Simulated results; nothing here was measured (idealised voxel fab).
The name of this process module is voxel wiring stack.
Section shown: cut. Width: 215 nm. Cell size: 5 nm, square.
Just so we're on the same page, the cross-sections are grids of square cells, and they're listed out in bands top to bottom, each band one or more rows deep.
For a band, the entry starts with two heights in nm, that of the top and then that of the bottom, and carries on with the band's materials in order from left to right, each alongside its width in nm; the word "everywhere" beside a single material means it fills the band edge to edge, and "air" means empty space.
Heads up on the height convention: 0 is the point under which the incoming wafer is all one material, and the lowest band has no bottom, it just keeps going down, like "0..down".
With a width like "30 to 40", each row of cells in the band differs from the next by the same amount, the top row carrying the first number and the bottom row the second.
The designation "no modification", where it is given for a processing step, indicates that no cell of the cross-section was altered in the course of that step.
Heads up: "Closed void register" only lists the empty pockets with no open path to the top that are 8 cells or more, and it writes them as width x height at distance, distance from the left edge, in nm.
Formally, on a step line, whatever follows the settings is a remark that the simulator itself makes on the step.
When a step includes a mask, the "overlay nm" setting on its line states how far to the right of its planned place that mask lay, and negative values state how far to the left.

[This section lists the process steps that were planned]
1) RECEIVE | material Si
2) CONFORMAL_DEP | material SiO2 | thk nm 15
3) CONFORMAL_DEP | material SiN | thk nm 5
4) DIRECTIONAL_DEP | material lowk | thk nm 15
5) MASKED_ETCH | tone open | mask id METAL_1 | width nm 25 | pitch nm 45 | etch materials lowk | depth nm 15 | overlay nm 0
6) MASKED_ETCH | tone open | mask id METAL_1 | width nm 25 | pitch nm 45 | etch materials SiN | depth nm 5 | overlay nm 0
7) CONFORMAL_DEP | material TiN | thk nm 5
8) FILL_DEP | material Cu | thk nm 5
9) CMP | height nm 35
10) CONFORMAL_DEP | material SiCN | thk nm 5
11) DIRECTIONAL_DEP | material SiO2 | thk nm 25
12) DIRECTIONAL_DEP | material aC | thk nm 10
13) PATTERN | tone open | mask id METAL_2_HOLES | material resist | width nm 15 | pitch nm 45 | thk nm 25 | overlay nm 0
14) DIRECTIONAL_ETCH | etch materials aC | depth nm 10
15) STRIP | etch materials resist
16) DIRECTIONAL_ETCH | etch materials SiO2 | depth nm 25
17) STRIP | etch materials aC
18) MASKED_ETCH | tone open | mask id METAL_2 | width nm 25 | pitch nm 45 | etch materials SiO2 | depth nm 15 | overlay nm 0
19) MASKED_ETCH | tone open | mask id METAL_2 | width nm 25 | pitch nm 45 | etch materials SiCN | depth nm 5 | overlay nm 0
20) CONFORMAL_DEP | material TiN | thk nm 5
21) FILL_DEP | material Ru | thk nm 10
22) CMP | height nm 65
23) CONFORMAL_DEP | material SiCN | thk nm 5
24) DIRECTIONAL_DEP | material SiO2 | thk nm 15
25) MASKED_ETCH | tone open | mask id PLUG_2 | width nm 15 | etch materials SiO2 | depth nm 15 | overlay nm 0
26) MASKED_ETCH | tone open | mask id PLUG_2 | width nm 15 | etch materials SiCN | depth nm 5 | overlay nm 0
27) EPI | material Ru | thk nm 10
28) EPI | material Ru | thk nm 10
29) DIRECTIONAL_DEP | material TiN | thk nm 5
30) DIRECTIONAL_DEP | material Ru | thk nm 20
31) DIRECTIONAL_DEP | material aC | thk nm 10
32) PATTERN | tone cover | mask id METAL_3 | material resist | width nm 25 | pitch nm 45 | thk nm 25 | overlay nm 0
33) DIRECTIONAL_ETCH | etch materials aC | depth nm 10
34) STRIP | etch materials resist
35) DIRECTIONAL_ETCH | etch materials Ru | depth nm 20
36) DIRECTIONAL_ETCH | etch materials TiN | depth nm 5
37) STRIP | etch materials aC
38) FILL_DEP | material SiO2 | thk nm 5
39) CMP | height nm 110
40) CONFORMAL_DEP | material SiCN | thk nm 5
41) DIRECTIONAL_DEP | material lowk | thk nm 25
42) MASKED_ETCH | tone open | mask id METAL_4 | width nm 25 | pitch nm 45 | etch materials lowk | depth nm 15 | overlay nm 0
43) DIRECTIONAL_DEP | material aC | thk nm 15
44) PATTERN | tone open | mask id METAL_4_HOLES | material resist | width nm 15 | thk nm 35 | overlay nm 0
45) DIRECTIONAL_ETCH | etch materials aC | depth nm 15
46) STRIP | etch materials resist
47) DIRECTIONAL_ETCH | etch materials lowk | depth nm 10
48) DIRECTIONAL_ETCH | etch materials SiCN | depth nm 5
49) STRIP | etch materials aC
50) CONFORMAL_DEP | material TiN | thk nm 5
51) FILL_DEP | material Cu | thk nm 10
52) CMP | height nm 140
53) CONFORMAL_DEP | material SiCN | thk nm 5

[The first of the two wafers, which ran as planned]

[Cross-section of the incoming wafer, state after step 1]
  0..down = Si everywhere
  Closed void register: none

[After step 2: wafer cross-section]
  15..0 = SiO2 everywhere
  Beneath the level 0, the cross-section is identical to its previous state.

[After step 3: wafer cross-section]
  20..15 = SiN everywhere
  Beneath the level 15, the cross-section is identical to its previous state.

[After step 4: wafer cross-section]
  35..20 = lowk everywhere
  Beneath the level 20, the cross-section is identical to its previous state.

[After step 5: wafer cross-section]
  35..20 = lowk: 70, air: 25, lowk: 20, air: 25, lowk: 75
  Beneath the level 20, the cross-section is identical to its previous state.

[After step 6: wafer cross-section]
  35..20 = lowk: 70, air: 25, lowk: 20, air: 25, lowk: 75
  20..15 = SiN: 70, air: 25, SiN: 20, air: 25, SiN: 75
  Beneath the level 15, the cross-section is identical to its previous state.

[After step 7: wafer cross-section]
  40..35 = TiN: 75, air: 15, TiN: 30, air: 15, TiN: 80
  35..20 = lowk: 70, TiN: 5, air: 15, TiN: 5, lowk: 20, TiN: 5, air: 15, TiN: 5, lowk: 75
  20..15 = SiN: 70, TiN: 25, SiN: 20, TiN: 25, SiN: 75
  Beneath the level 15, the cross-section is identical to its previous state.

[After step 8: wafer cross-section]
  45..40 = Cu everywhere
  40..35 = TiN: 75, Cu: 15, TiN: 30, Cu: 15, TiN: 80
  35..20 = lowk: 70, TiN: 5, Cu: 15, TiN: 5, lowk: 20, TiN: 5, Cu: 15, TiN: 5, lowk: 75
  Beneath the level 20, the cross-section is identical to its previous state.

[After step 9: wafer cross-section]
  35..20 = lowk: 70, TiN: 5, Cu: 15, TiN: 5, lowk: 20, TiN: 5, Cu: 15, TiN: 5, lowk: 75
  Beneath the level 20, the cross-section is identical to its previous state.

[After step 10: wafer cross-section]
  40..35 = SiCN everywhere
  Beneath the level 35, the cross-section is identical to its previous state.

[After step 11: wafer cross-section]
  65..40 = SiO2 everywhere
  Beneath the level 40, the cross-section is identical to its previous state.

[After step 12: wafer cross-section]
  75..65 = aC everywhere
  Beneath the level 65, the cross-section is identical to its previous state.

[After step 13: wafer cross-section]
  100..75 = resist: 70, air: 15, resist: 30, air: 15, resist: 85
  Beneath the level 75, the cross-section is identical to its previous state.

[After step 14: wafer cross-section]
  90..75 = resist: 70, air: 15, resist: 30, air: 15, resist: 85
  75..65 = aC: 70, air: 15, aC: 30, air: 15, aC: 85
  Beneath the level 65, the cross-section is identical to its previous state.

[After step 15: wafer cross-section]
  75..65 = aC: 70, air: 15, aC: 30, air: 15, aC: 85
  Beneath the level 65, the cross-section is identical to its previous state.

[After step 16: wafer cross-section]
  75..65 = aC: 70, air: 15, aC: 30, air: 15, aC: 85
  65..40 = SiO2: 70, air: 15, SiO2: 30, air: 15, SiO2: 85
  Beneath the level 40, the cross-section is identical to its previous state.

[After step 17: wafer cross-section]
  65..40 = SiO2: 70, air: 15, SiO2: 30, air: 15, SiO2: 85
  Beneath the level 40, the cross-section is identical to its previous state.

[After step 18: wafer cross-section]
  65..50 = SiO2: 70, air: 25, SiO2: 20, air: 25, SiO2: 75
  Beneath the level 50, the cross-section is identical to its previous state.

[After step 19: wafer cross-section]
  65..50 = SiO2: 70, air: 25, SiO2: 20, air: 25, SiO2: 75
  50..40 = SiO2: 70, air: 15, SiO2: 30, air: 15, SiO2: 85
  40..35 = SiCN: 70, air: 15, SiCN: 30, air: 15, SiCN: 85
  Beneath the level 35, the cross-section is identical to its previous state.

[After step 20: wafer cross-section]
  70..65 = TiN: 75, air: 15, TiN: 30, air: 15, TiN: 80
  65..55 = SiO2: 70, TiN: 5, air: 15, TiN: 5, SiO2: 20, TiN: 5, air: 15, TiN: 5, SiO2: 75
  55..50 = SiO2: 70, TiN: 5, air: 5, TiN: 15, SiO2: 20, TiN: 5, air: 5, TiN: 15, SiO2: 75
  50..40 = SiO2: 70, TiN: 5, air: 5, TiN: 5, SiO2: 30, TiN: 5, air: 5, TiN: 5, SiO2: 85
  40..35 = SiCN: 70, TiN: 15, SiCN: 30, TiN: 15, SiCN: 85
  Beneath the level 35, the cross-section is identical to its previous state.

[After step 21: wafer cross-section]
  80..70 = Ru everywhere
  70..65 = TiN: 75, Ru: 15, TiN: 30, Ru: 15, TiN: 80
  65..55 = SiO2: 70, TiN: 5, Ru: 15, TiN: 5, SiO2: 20, TiN: 5, Ru: 15, TiN: 5, SiO2: 75
  55..50 = SiO2: 70, TiN: 5, Ru: 5, TiN: 15, SiO2: 20, TiN: 5, Ru: 5, TiN: 15, SiO2: 75
  50..40 = SiO2: 70, TiN: 5, Ru: 5, TiN: 5, SiO2: 30, TiN: 5, Ru: 5, TiN: 5, SiO2: 85
  Beneath the level 40, the cross-section is identical to its previous state.

[After step 22: wafer cross-section]
  65..55 = SiO2: 70, TiN: 5, Ru: 15, TiN: 5, SiO2: 20, TiN: 5, Ru: 15, TiN: 5, SiO2: 75
  Beneath the level 55, the cross-section is identical to its previous state.

[After step 23: wafer cross-section]
  70..65 = SiCN everywhere
  Beneath the level 65, the cross-section is identical to its previous state.

[After step 24: wafer cross-section]
  85..70 = SiO2 everywhere
  Beneath the level 70, the cross-section is identical to its previous state.

[After step 25: wafer cross-section]
  85..70 = SiO2: 70, air: 15, SiO2: 130
  Beneath the level 70, the cross-section is identical to its previous state.

[After step 26: wafer cross-section]
  85..70 = SiO2: 70, air: 15, SiO2: 130
  70..65 = SiCN: 70, air: 15, SiCN: 130
  Beneath the level 65, the cross-section is identical to its previous state.

[After step 27: wafer cross-section]
  85..75 = SiO2: 70, air: 15, SiO2: 130
  75..70 = SiO2: 70, Ru: 15, SiO2: 130
  70..65 = SiCN: 70, Ru: 15, SiCN: 130
  Beneath the level 65, the cross-section is identical to its previous state.

[After step 28: wafer cross-section]
  85..70 = SiO2: 70, Ru: 15, SiO2: 130
  Beneath the level 70, the cross-section is identical to its previous state.

[After step 29: wafer cross-section]
  90..85 = TiN everywhere
  Beneath the level 85, the cross-section is identical to its previous state.

[After step 30: wafer cross-section]
  110..90 = Ru everywhere
  Beneath the level 90, the cross-section is identical to its previous state.

[After step 31: wafer cross-section]
  120..110 = aC everywhere
  Beneath the level 110, the cross-section is identical to its previous state.

[After step 32: wafer cross-section]
  145..120 = air: 70, resist: 25, air: 20, resist: 25, air: 75
  Beneath the level 120, the cross-section is identical to its previous state.

[After step 33: wafer cross-section]
  135..120 = air: 70, resist: 25, air: 20, resist: 25, air: 75
  120..110 = air: 70, aC: 25, air: 20, aC: 25, air: 75
  Beneath the level 110, the cross-section is identical to its previous state.

[After step 34: wafer cross-section]
  120..110 = air: 70, aC: 25, air: 20, aC: 25, air: 75
  Beneath the level 110, the cross-section is identical to its previous state.

[After step 35: wafer cross-section]
  120..110 = air: 70, aC: 25, air: 20, aC: 25, air: 75
  110..90 = air: 70, Ru: 25, air: 20, Ru: 25, air: 75
  Beneath the level 90, the cross-section is identical to its previous state.

[After step 36: wafer cross-section]
  120..110 = air: 70, aC: 25, air: 20, aC: 25, air: 75
  110..90 = air: 70, Ru: 25, air: 20, Ru: 25, air: 75
  90..85 = air: 70, TiN: 25, air: 20, TiN: 25, air: 75
  Beneath the level 85, the cross-section is identical to its previous state.

[After step 37: wafer cross-section]
  110..90 = air: 70, Ru: 25, air: 20, Ru: 25, air: 75
  Beneath the level 90, the cross-section is identical to its previous state.

[After step 38: wafer cross-section]
  115..110 = SiO2 everywhere
  110..90 = SiO2: 70, Ru: 25, SiO2: 20, Ru: 25, SiO2: 75
  90..85 = SiO2: 70, TiN: 25, SiO2: 20, TiN: 25, SiO2: 75
  Beneath the level 85, the cross-section is identical to its previous state.

[After step 39: wafer cross-section]
  110..90 = SiO2: 70, Ru: 25, SiO2: 20, Ru: 25, SiO2: 75
  Beneath the level 90, the cross-section is identical to its previous state.

[After step 40: wafer cross-section]
  115..110 = SiCN everywhere
  Beneath the level 110, the cross-section is identical to its previous state.

[After step 41: wafer cross-section]
  140..115 = lowk everywhere
  Beneath the level 115, the cross-section is identical to its previous state.

[After step 42: wafer cross-section]
  140..125 = lowk: 70, air: 25, lowk: 20, air: 25, lowk: 75
  Beneath the level 125, the cross-section is identical to its previous state.

[After step 43: wafer cross-section]
  155..140 = aC: 70, air: 25, aC: 20, air: 25, aC: 75
  140..125 = lowk: 70, aC: 25, lowk: 20, aC: 25, lowk: 75
  Beneath the level 125, the cross-section is identical to its previous state.

[After step 44: wafer cross-section]
  190..155 = resist: 70, air: 15, resist: 130
  155..140 = aC: 70, air: 15, resist: 10, aC: 20, resist: 25, aC: 75
  Beneath the level 140, the cross-section is identical to its previous state.

[After step 45: wafer cross-section]
  175..155 = resist: 70, air: 15, resist: 130
  155..140 = aC: 70, air: 15, resist: 10, aC: 20, resist: 25, aC: 75
  140..125 = lowk: 70, air: 15, aC: 10, lowk: 20, aC: 25, lowk: 75
  Beneath the level 125, the cross-section is identical to its previous state.

[After step 46: wafer cross-section]
  155..140 = aC: 70, air: 25, aC: 20, air: 25, aC: 75
  Beneath the level 140, the cross-section is identical to its previous state.

[After step 47: wafer cross-section]
  155..140 = aC: 70, air: 25, aC: 20, air: 25, aC: 75
  140..125 = lowk: 70, air: 15, aC: 10, lowk: 20, aC: 25, lowk: 75
  125..115 = lowk: 70, air: 15, lowk: 130
  Beneath the level 115, the cross-section is identical to its previous state.

[After step 48: wafer cross-section]
  155..140 = aC: 70, air: 25, aC: 20, air: 25, aC: 75
  140..125 = lowk: 70, air: 15, aC: 10, lowk: 20, aC: 25, lowk: 75
  125..115 = lowk: 70, air: 15, lowk: 130
  115..110 = SiCN: 70, air: 15, SiCN: 130
  Beneath the level 110, the cross-section is identical to its previous state.

[After step 49: wafer cross-section]
  140..125 = lowk: 70, air: 25, lowk: 20, air: 25, lowk: 75
  Beneath the level 125, the cross-section is identical to its previous state.

[After step 50: wafer cross-section]
  145..140 = TiN: 75, air: 15, TiN: 30, air: 15, TiN: 80
  140..130 = lowk: 70, TiN: 5, air: 15, TiN: 5, lowk: 20, TiN: 5, air: 15, TiN: 5, lowk: 75
  130..125 = lowk: 70, TiN: 5, air: 5, TiN: 15, lowk: 20, TiN: 25, lowk: 75
  125..115 = lowk: 70, TiN: 5, air: 5, TiN: 5, lowk: 130
  115..110 = SiCN: 70, TiN: 15, SiCN: 130
  Beneath the level 110, the cross-section is identical to its previous state.

[After step 51: wafer cross-section]
  155..145 = Cu everywhere
  145..140 = TiN: 75, Cu: 15, TiN: 30, Cu: 15, TiN: 80
  140..130 = lowk: 70, TiN: 5, Cu: 15, TiN: 5, lowk: 20, TiN: 5, Cu: 15, TiN: 5, lowk: 75
  130..125 = lowk: 70, TiN: 5, Cu: 5, TiN: 15, lowk: 20, TiN: 25, lowk: 75
  125..115 = lowk: 70, TiN: 5, Cu: 5, TiN: 5, lowk: 130
  Beneath the level 115, the cross-section is identical to its previous state.

[After step 52: wafer cross-section]
  140..130 = lowk: 70, TiN: 5, Cu: 15, TiN: 5, lowk: 20, TiN: 5, Cu: 15, TiN: 5, lowk: 75
  Beneath the level 130, the cross-section is identical to its previous state.

[After step 53: wafer cross-section]
  145..140 = SiCN everywhere
  Beneath the level 140, the cross-section is identical to its previous state.

[The remaining wafer, second of the two, started like the first and was run to the same plan, except that one mistake was made along the way; the two coincide through step 1, inclusive]

[Cross-sectional view of the second wafer at the intended end time of process step 2]
  30..0 = SiO2 everywhere
  Beneath the level 0, the cross-section is identical to its previous state.

[Cross-sectional view of the second wafer at the intended end time of process step 3]
  35..30 = SiN everywhere
  Beneath the level 30, the cross-section is identical to its previous state.

[Cross-sectional view of the second wafer at the intended end time of process step 4]
  50..35 = lowk everywhere
  Beneath the level 35, the cross-section is identical to its previous state.

[Cross-sectional view of the second wafer at the intended end time of process step 5]
  50..35 = lowk: 70, air: 25, lowk: 20, air: 25, lowk: 75
  Beneath the level 35, the cross-section is identical to its previous state.

[Cross-sectional view of the second wafer at the intended end time of process step 6]
  50..35 = lowk: 70, air: 25, lowk: 20, air: 25, lowk: 75
  35..30 = SiN: 70, air: 25, SiN: 20, air: 25, SiN: 75
  Beneath the level 30, the cross-section is identical to its previous state.

[Cross-sectional view of the second wafer at the intended end time of process step 7]
  55..50 = TiN: 75, air: 15, TiN: 30, air: 15, TiN: 80
  50..35 = lowk: 70, TiN: 5, air: 15, TiN: 5, lowk: 20, TiN: 5, air: 15, TiN: 5, lowk: 75
  35..30 = SiN: 70, TiN: 25, SiN: 20, TiN: 25, SiN: 75
  Beneath the level 30, the cross-section is identical to its previous state.

[Cross-sectional view of the second wafer at the intended end time of process step 8]
  60..55 = Cu everywhere
  55..50 = TiN: 75, Cu: 15, TiN: 30, Cu: 15, TiN: 80
  50..35 = lowk: 70, TiN: 5, Cu: 15, TiN: 5, lowk: 20, TiN: 5, Cu: 15, TiN: 5, lowk: 75
  Beneath the level 35, the cross-section is identical to its previous state.

[Cross-sectional view of the second wafer at the intended end time of process step 9]
  35..30 = SiN: 70, TiN: 25, SiN: 20, TiN: 25, SiN: 75
  Beneath the level 30, the cross-section is identical to its previous state.

[Cross-sectional view of the second wafer at the intended end time of process step 10]
  40..35 = SiCN everywhere
  Beneath the level 35, the cross-section is identical to its previous state.

[Cross-sectional view of the second wafer at the intended end time of process step 11]
  65..40 = SiO2 everywhere
  Beneath the level 40, the cross-section is identical to its previous state.

[Cross-sectional view of the second wafer at the intended end time of process step 12]
  75..65 = aC everywhere
  Beneath the level 65, the cross-section is identical to its previous state.

[Cross-sectional view of the second wafer at the intended end time of process step 13]
  100..75 = resist: 70, air: 15, resist: 30, air: 15, resist: 85
  Beneath the level 75, the cross-section is identical to its previous state.

[Cross-sectional view of the second wafer at the intended end time of process step 14]
  90..75 = resist: 70, air: 15, resist: 30, air: 15, resist: 85
  75..65 = aC: 70, air: 15, aC: 30, air: 15, aC: 85
  Beneath the level 65, the cross-section is identical to its previous state.

[Cross-sectional view of the second wafer at the intended end time of process step 15]
  75..65 = aC: 70, air: 15, aC: 30, air: 15, aC: 85
  Beneath the level 65, the cross-section is identical to its previous state.

[Cross-sectional view of the second wafer at the intended end time of process step 16]
  75..65 = aC: 70, air: 15, aC: 30, air: 15, aC: 85
  65..40 = SiO2: 70, air: 15, SiO2: 30, air: 15, SiO2: 85
  Beneath the level 40, the cross-section is identical to its previous state.

[Cross-sectional view of the second wafer at the intended end time of process step 17]
  65..40 = SiO2: 70, air: 15, SiO2: 30, air: 15, SiO2: 85
  Beneath the level 40, the cross-section is identical to its previous state.

[Cross-sectional view of the second wafer at the intended end time of process step 18]
  65..50 = SiO2: 70, air: 25, SiO2: 20, air: 25, SiO2: 75
  Beneath the level 50, the cross-section is identical to its previous state.

[Cross-sectional view of the second wafer at the intended end time of process step 19]
  65..50 = SiO2: 70, air: 25, SiO2: 20, air: 25, SiO2: 75
  50..40 = SiO2: 70, air: 15, SiO2: 30, air: 15, SiO2: 85
  40..35 = SiCN: 70, air: 15, SiCN: 30, air: 15, SiCN: 85
  Beneath the level 35, the cross-section is identical to its previous state.

[Cross-sectional view of the second wafer at the intended end time of process step 20]
  70..65 = TiN: 75, air: 15, TiN: 30, air: 15, TiN: 80
  65..55 = SiO2: 70, TiN: 5, air: 15, TiN: 5, SiO2: 20, TiN: 5, air: 15, TiN: 5, SiO2: 75
  55..50 = SiO2: 70, TiN: 5, air: 5, TiN: 15, SiO2: 20, TiN: 5, air: 5, TiN: 15, SiO2: 75
  50..40 = SiO2: 70, TiN: 5, air: 5, TiN: 5, SiO2: 30, TiN: 5, air: 5, TiN: 5, SiO2: 85
  40..35 = SiCN: 70, TiN: 15, SiCN: 30, TiN: 15, SiCN: 85
  Beneath the level 35, the cross-section is identical to its previous state.

[Cross-sectional view of the second wafer at the intended end time of process step 21]
  80..70 = Ru everywhere
  70..65 = TiN: 75, Ru: 15, TiN: 30, Ru: 15, TiN: 80
  65..55 = SiO2: 70, TiN: 5, Ru: 15, TiN: 5, SiO2: 20, TiN: 5, Ru: 15, TiN: 5, SiO2: 75
  55..50 = SiO2: 70, TiN: 5, Ru: 5, TiN: 15, SiO2: 20, TiN: 5, Ru: 5, TiN: 15, SiO2: 75
  50..40 = SiO2: 70, TiN: 5, Ru: 5, TiN: 5, SiO2: 30, TiN: 5, Ru: 5, TiN: 5, SiO2: 85
  Beneath the level 40, the cross-section is identical to its previous state.

[Cross-sectional view of the second wafer at the intended end time of process step 22]
  65..55 = SiO2: 70, TiN: 5, Ru: 15, TiN: 5, SiO2: 20, TiN: 5, Ru: 15, TiN: 5, SiO2: 75
  Beneath the level 55, the cross-section is identical to its previous state.

[Cross-sectional view of the second wafer at the intended end time of process step 23]
  70..65 = SiCN everywhere
  Beneath the level 65, the cross-section is identical to its previous state.

[Cross-sectional view of the second wafer at the intended end time of process step 24]
  85..70 = SiO2 everywhere
  Beneath the level 70, the cross-section is identical to its previous state.

[Cross-sectional view of the second wafer at the intended end time of process step 25]
  85..70 = SiO2: 70, air: 15, SiO2: 130
  Beneath the level 70, the cross-section is identical to its previous state.

[Cross-sectional view of the second wafer at the intended end time of process step 26]
  85..70 = SiO2: 70, air: 15, SiO2: 130
  70..65 = SiCN: 70, air: 15, SiCN: 130
  Beneath the level 65, the cross-section is identical to its previous state.

[Cross-sectional view of the second wafer at the intended end time of process step 27]
  85..75 = SiO2: 70, air: 15, SiO2: 130
  75..70 = SiO2: 70, Ru: 15, SiO2: 130
  70..65 = SiCN: 70, Ru: 15, SiCN: 130
  Beneath the level 65, the cross-section is identical to its previous state.

[Cross-sectional view of the second wafer at the intended end time of process step 28]
  85..70 = SiO2: 70, Ru: 15, SiO2: 130
  Beneath the level 70, the cross-section is identical to its previous state.

[Cross-sectional view of the second wafer at the intended end time of process step 29]
  90..85 = TiN everywhere
  Beneath the level 85, the cross-section is identical to its previous state.

[Cross-sectional view of the second wafer at the intended end time of process step 30]
  110..90 = Ru everywhere
  Beneath the level 90, the cross-section is identical to its previous state.

[Cross-sectional view of the second wafer at the intended end time of process step 31]
  120..110 = aC everywhere
  Beneath the level 110, the cross-section is identical to its previous state.

[Cross-sectional view of the second wafer at the intended end time of process step 32]
  145..120 = air: 70, resist: 25, air: 20, resist: 25, air: 75
  Beneath the level 120, the cross-section is identical to its previous state.

[Cross-sectional view of the second wafer at the intended end time of process step 33]
  135..120 = air: 70, resist: 25, air: 20, resist: 25, air: 75
  120..110 = air: 70, aC: 25, air: 20, aC: 25, air: 75
  Beneath the level 110, the cross-section is identical to its previous state.

[Cross-sectional view of the second wafer at the intended end time of process step 34]
  120..110 = air: 70, aC: 25, air: 20, aC: 25, air: 75
  Beneath the level 110, the cross-section is identical to its previous state.

[Cross-sectional view of the second wafer at the intended end time of process step 35]
  120..110 = air: 70, aC: 25, air: 20, aC: 25, air: 75
  110..90 = air: 70, Ru: 25, air: 20, Ru: 25, air: 75
  Beneath the level 90, the cross-section is identical to its previous state.

[Cross-sectional view of the second wafer at the intended end time of process step 36]
  120..110 = air: 70, aC: 25, air: 20, aC: 25, air: 75
  110..90 = air: 70, Ru: 25, air: 20, Ru: 25, air: 75
  90..85 = air: 70, TiN: 25, air: 20, TiN: 25, air: 75
  Beneath the level 85, the cross-section is identical to its previous state.

[Cross-sectional view of the second wafer at the intended end time of process step 37]
  110..90 = air: 70, Ru: 25, air: 20, Ru: 25, air: 75
  Beneath the level 90, the cross-section is identical to its previous state.

[Cross-sectional view of the second wafer at the intended end time of process step 38]
  115..110 = SiO2 everywhere
  110..90 = SiO2: 70, Ru: 25, SiO2: 20, Ru: 25, SiO2: 75
  90..85 = SiO2: 70, TiN: 25, SiO2: 20, TiN: 25, SiO2: 75
  Beneath the level 85, the cross-section is identical to its previous state.

[Cross-sectional view of the second wafer at the intended end time of process step 39]
  110..90 = SiO2: 70, Ru: 25, SiO2: 20, Ru: 25, SiO2: 75
  Beneath the level 90, the cross-section is identical to its previous state.

[Cross-sectional view of the second wafer at the intended end time of process step 40]
  115..110 = SiCN everywhere
  Beneath the level 110, the cross-section is identical to its previous state.

[Cross-sectional view of the second wafer at the intended end time of process step 41]
  140..115 = lowk everywhere
  Beneath the level 115, the cross-section is identical to its previous state.

[Cross-sectional view of the second wafer at the intended end time of process step 42]
  140..125 = lowk: 70, air: 25, lowk: 20, air: 25, lowk: 75
  Beneath the level 125, the cross-section is identical to its previous state.

[Cross-sectional view of the second wafer at the intended end time of process step 43]
  155..140 = aC: 70, air: 25, aC: 20, air: 25, aC: 75
  140..125 = lowk: 70, aC: 25, lowk: 20, aC: 25, lowk: 75
  Beneath the level 125, the cross-section is identical to its previous state.

[Cross-sectional view of the second wafer at the intended end time of process step 44]
  190..155 = resist: 70, air: 15, resist: 130
  155..140 = aC: 70, air: 15, resist: 10, aC: 20, resist: 25, aC: 75
  Beneath the level 140, the cross-section is identical to its previous state.

[Cross-sectional view of the second wafer at the intended end time of process step 45]
  175..155 = resist: 70, air: 15, resist: 130
  155..140 = aC: 70, air: 15, resist: 10, aC: 20, resist: 25, aC: 75
  140..125 = lowk: 70, air: 15, aC: 10, lowk: 20, aC: 25, lowk: 75
  Beneath the level 125, the cross-section is identical to its previous state.

[Cross-sectional view of the second wafer at the intended end time of process step 46]
  155..140 = aC: 70, air: 25, aC: 20, air: 25, aC: 75
  Beneath the level 140, the cross-section is identical to its previous state.

[Cross-sectional view of the second wafer at the intended end time of process step 47]
  155..140 = aC: 70, air: 25, aC: 20, air: 25, aC: 75
  140..125 = lowk: 70, air: 15, aC: 10, lowk: 20, aC: 25, lowk: 75
  125..115 = lowk: 70, air: 15, lowk: 130
  Beneath the level 115, the cross-section is identical to its previous state.

[Cross-sectional view of the second wafer at the intended end time of process step 48]
  155..140 = aC: 70, air: 25, aC: 20, air: 25, aC: 75
  140..125 = lowk: 70, air: 15, aC: 10, lowk: 20, aC: 25, lowk: 75
  125..115 = lowk: 70, air: 15, lowk: 130
  115..110 = SiCN: 70, air: 15, SiCN: 130
  Beneath the level 110, the cross-section is identical to its previous state.

[Cross-sectional view of the second wafer at the intended end time of process step 49]
  140..125 = lowk: 70, air: 25, lowk: 20, air: 25, lowk: 75
  Beneath the level 125, the cross-section is identical to its previous state.

[Cross-sectional view of the second wafer at the intended end time of process step 50]
  145..140 = TiN: 75, air: 15, TiN: 30, air: 15, TiN: 80
  140..130 = lowk: 70, TiN: 5, air: 15, TiN: 5, lowk: 20, TiN: 5, air: 15, TiN: 5, lowk: 75
  130..125 = lowk: 70, TiN: 5, air: 5, TiN: 15, lowk: 20, TiN: 25, lowk: 75
  125..115 = lowk: 70, TiN: 5, air: 5, TiN: 5, lowk: 130
  115..110 = SiCN: 70, TiN: 15, SiCN: 130
  Beneath the level 110, the cross-section is identical to its previous state.

[Cross-sectional view of the second wafer at the intended end time of process step 51]
  155..145 = Cu everywhere
  145..140 = TiN: 75, Cu: 15, TiN: 30, Cu: 15, TiN: 80
  140..130 = lowk: 70, TiN: 5, Cu: 15, TiN: 5, lowk: 20, TiN: 5, Cu: 15, TiN: 5, lowk: 75
  130..125 = lowk: 70, TiN: 5, Cu: 5, TiN: 15, lowk: 20, TiN: 25, lowk: 75
  125..115 = lowk: 70, TiN: 5, Cu: 5, TiN: 5, lowk: 130
  Beneath the level 115, the cross-section is identical to its previous state.

[Cross-sectional view of the second wafer at the intended end time of process step 52]
  140..130 = lowk: 70, TiN: 5, Cu: 15, TiN: 5, lowk: 20, TiN: 5, Cu: 15, TiN: 5, lowk: 75
  Beneath the level 130, the cross-section is identical to its previous state.

[Cross-sectional view of the second wafer at the intended end time of process step 53]
  145..140 = SiCN everywhere
  Beneath the level 140, the cross-section is identical to its previous state.
Where did the run depart from the plan? plan step 2 was twice executed
In the final state, the cell counts of the second wafer exceed or fall short of those of the first for the following materials: Cu: 18 fewer | SiO2: 129 more | TiN: 12 fewer | lowk: 99 fewer
